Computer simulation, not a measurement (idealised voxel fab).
The following process module bears the name voxel capacitor over wiring.
Xsec cut, 170 nm wide, square cell size 5 nm.
A cross-section in this document is a grid of square cells, and it is written down as bands, the top band listed before the ones below it; a band is made up of one or more rows of cells.
For a band, the entry starts with two heights in nm, that of the top and then that of the bottom, and carries on with the band's materials in order from left to right, each alongside its width in nm; the word "full width" beside a single material means it fills the band edge to edge, and "air" means empty space.
Height datum 0, below which the as-received substrate wafer is one material. Lowest band open at the bottom, running downward: "0 and below".
You'd read "30 to 40" like this: the band's top row of cells is as wide as the first number, its bottom row is as wide as the second, and going down, every row changes width by the same amount as the row before did.
No cell of the cross-section changed in a step that is given as "no alteration".
The entry "Encapsulated voids" lists the empty spaces that cover at least 8 cells and have no open path to the top. Each is written as width x height at distance, where the distance is measured from the left edge and all three values are in nm.
Note: text after step settings on the step line = simulator remark on that step.
overlay nm: on a step with a mask, how far right of its planned place the mask lay; negative means left.
### Planned process steps
1) RECEIVE | material Si
2) CONFORMAL_DEP | material SiO2 | thk nm 10
3) DIRECTIONAL_DEP | material TiN | thk nm 5
4) DIRECTIONAL_DEP | material Ru | thk nm 15
5) DIRECTIONAL_DEP | material aC | thk nm 15
6) PATTERN | tone cover | mask id METAL_1 | material resist | width nm 20 | pitch nm 80 | thk nm 35 | overlay nm 0
7) DIRECTIONAL_ETCH | etch materials aC | depth nm 15
8) STRIP | etch materials resist
9) DIRECTIONAL_ETCH | etch materials Ru | depth nm 15
10) DIRECTIONAL_ETCH | etch materials TiN | depth nm 5
11) STRIP | etch materials aC
12) FILL_DEP | material SiO2 | thk nm 10
13) CMP | height nm 30
14) CONFORMAL_DEP | material SiCN | thk nm 5
15) DIRECTIONAL_DEP | material lowk | thk nm 15
16) DIRECTIONAL_DEP | material aC | thk nm 15
17) PATTERN | tone open | mask id PLUG_1 | material resist | width nm 15 | thk nm 30 | overlay nm -15
18) DIRECTIONAL_ETCH | etch materials aC | depth nm 15
19) STRIP | etch materials resist
20) DIRECTIONAL_ETCH | etch materials lowk | depth nm 15
21) DIRECTIONAL_ETCH | etch materials SiCN | depth nm 5
22) STRIP | etch materials aC
23) CONFORMAL_DEP | material TiN | thk nm 5
24) FILL_DEP | material W | thk nm 5
25) CMP | height nm 50
26) DIRECTIONAL_DEP | material TiN | thk nm 10
27) DIRECTIONAL_DEP | material SiN | thk nm 5
28) DIRECTIONAL_DEP | material TiN | thk nm 10
29) MASKED_ETCH | tone cover | mask id UPPER_PLATE | width nm 65 | etch materials TiN | depth nm 10 | overlay nm 0
30) MASKED_ETCH | tone cover | mask id UPPER_PLATE | width nm 65 | etch materials SiN | depth nm 5 | overlay nm 0
31) PATTERN | tone cover | mask id LOWER_PLATE | material resist | width nm 75 | thk nm 20 | overlay nm 0
32) DIRECTIONAL_ETCH | etch materials TiN | depth nm 10
33) STRIP | etch materials resist
34) FILL_DEP | material SiO2 | thk nm 15
35) CMP | height nm 85
36) DIRECTIONAL_DEP | material aC | thk nm 15
37) PATTERN | tone open | mask id PLUG_2 | material resist | width nm 15 | thk nm 30 | overlay nm 0
38) DIRECTIONAL_ETCH | etch materials aC | depth nm 15
39) STRIP | etch materials resist
40) DIRECTIONAL_ETCH | etch materials SiO2 | depth nm 10
41) STRIP | etch materials aC
42) CONFORMAL_DEP | material TiN | thk nm 5
43) FILL_DEP | material Cu | thk nm 5
44) CMP | height nm 85
45) CONFORMAL_DEP | material SiN | thk nm 5
What sets these wafers apart? The overlay nm at step 17. They all start alike, and the plan carries the first wafer's value.
### The first of several wafers as received, shown in cross-section; this is its state after step 1
> 0 and below = Si full width
> Encapsulated voids: none
### first wafer at the end, after step 45
> 90 down to 85 = SiN full width
> 85 down to 80 = 50 nm SiO2 / 5 nm TiN / 5 nm Cu / 5 nm TiN / 105 nm SiO2
> 80 down to 75 = 50 nm SiO2 / 15 nm TiN / 105 nm SiO2
> 75 down to 65 = 40 nm SiO2 / 65 nm TiN / 65 nm SiO2
> 65 down to 60 = 40 nm SiO2 / 65 nm SiN / 65 nm SiO2
> 60 down to 50 = 35 nm SiO2 / 75 nm TiN / 60 nm SiO2
> 50 down to 35 = 25 nm lowk / 5 nm TiN / 5 nm W / 5 nm TiN / 130 nm lowk
> 35 down to 30 = 25 nm SiCN / 15 nm TiN / 130 nm SiCN
> 30 down to 15 = 35 nm SiO2 / 20 nm Ru / 60 nm SiO2 / 20 nm Ru / 35 nm SiO2
> 15 down to 10 = 35 nm SiO2 / 20 nm TiN / 60 nm SiO2 / 20 nm TiN / 35 nm SiO2
> 10 down to 0 = SiO2 full width
> 0 and below = Si full width
> Encapsulated voids: none
### Cross-section, module end, final of several wafers
> 90 down to 85 = SiN full width
> 85 down to 80 = 50 nm SiO2 / 5 nm TiN / 5 nm Cu / 5 nm TiN / 105 nm SiO2
> 80 down to 75 = 50 nm SiO2 / 15 nm TiN / 105 nm SiO2
> 75 down to 65 = 40 nm SiO2 / 65 nm TiN / 65 nm SiO2
> 65 down to 60 = 40 nm SiO2 / 65 nm SiN / 65 nm SiO2
> 60 down to 50 = 35 nm SiO2 / 75 nm TiN / 60 nm SiO2
> 50 down to 35 = 55 nm lowk / 5 nm TiN / 5 nm W / 5 nm TiN / 100 nm lowk
> 35 down to 30 = 55 nm SiCN / 15 nm TiN / 100 nm SiCN
> 30 down to 15 = 35 nm SiO2 / 20 nm Ru / 60 nm SiO2 / 20 nm Ru / 35 nm SiO2
> 15 down to 10 = 35 nm SiO2 / 20 nm TiN / 60 nm SiO2 / 20 nm TiN / 35 nm SiO2
> 10 down to 0 = SiO2 full width
> 0 and below = Si full width
> Encapsulated voids: none
### Rows = wafers. At module end, each row lists per material the cells gained (+) or lost (-) since the wafer was received, then the closed voids
overlay nm -15 | +1 Cu | +24 Ru | +31 SiCN | +47 SiN | +335 SiO2 | +78 TiN | +3 W | +93 lowk | Encapsulated voids: none
overlay nm -10 | +1 Cu | +24 Ru | +31 SiCN | +47 SiN | +335 SiO2 | +78 TiN | +3 W | +93 lowk | Encapsulated voids: none
overlay nm -5 | +1 Cu | +24 Ru | +31 SiCN | +47 SiN | +335 SiO2 | +78 TiN | +3 W | +93 lowk | Encapsulated voids: none
overlay nm 0 | +1 Cu | +24 Ru | +31 SiCN | +47 SiN | +335 SiO2 | +78 TiN | +3 W | +93 lowk | Encapsulated voids: none
overlay nm 5 | +1 Cu | +24 Ru | +31 SiCN | +47 SiN | +335 SiO2 | +78 TiN | +3 W | +93 lowk | Encapsulated voids: none
overlay nm 10 | +1 Cu | +24 Ru | +31 SiCN | +47 SiN | +335 SiO2 | +78 TiN | +3 W | +93 lowk | Encapsulated voids: none
overlay nm 15 | +1 Cu | +24 Ru | +31 SiCN | +47 SiN | +335 SiO2 | +78 TiN | +3 W | +93 lowk | Encapsulated voids: none
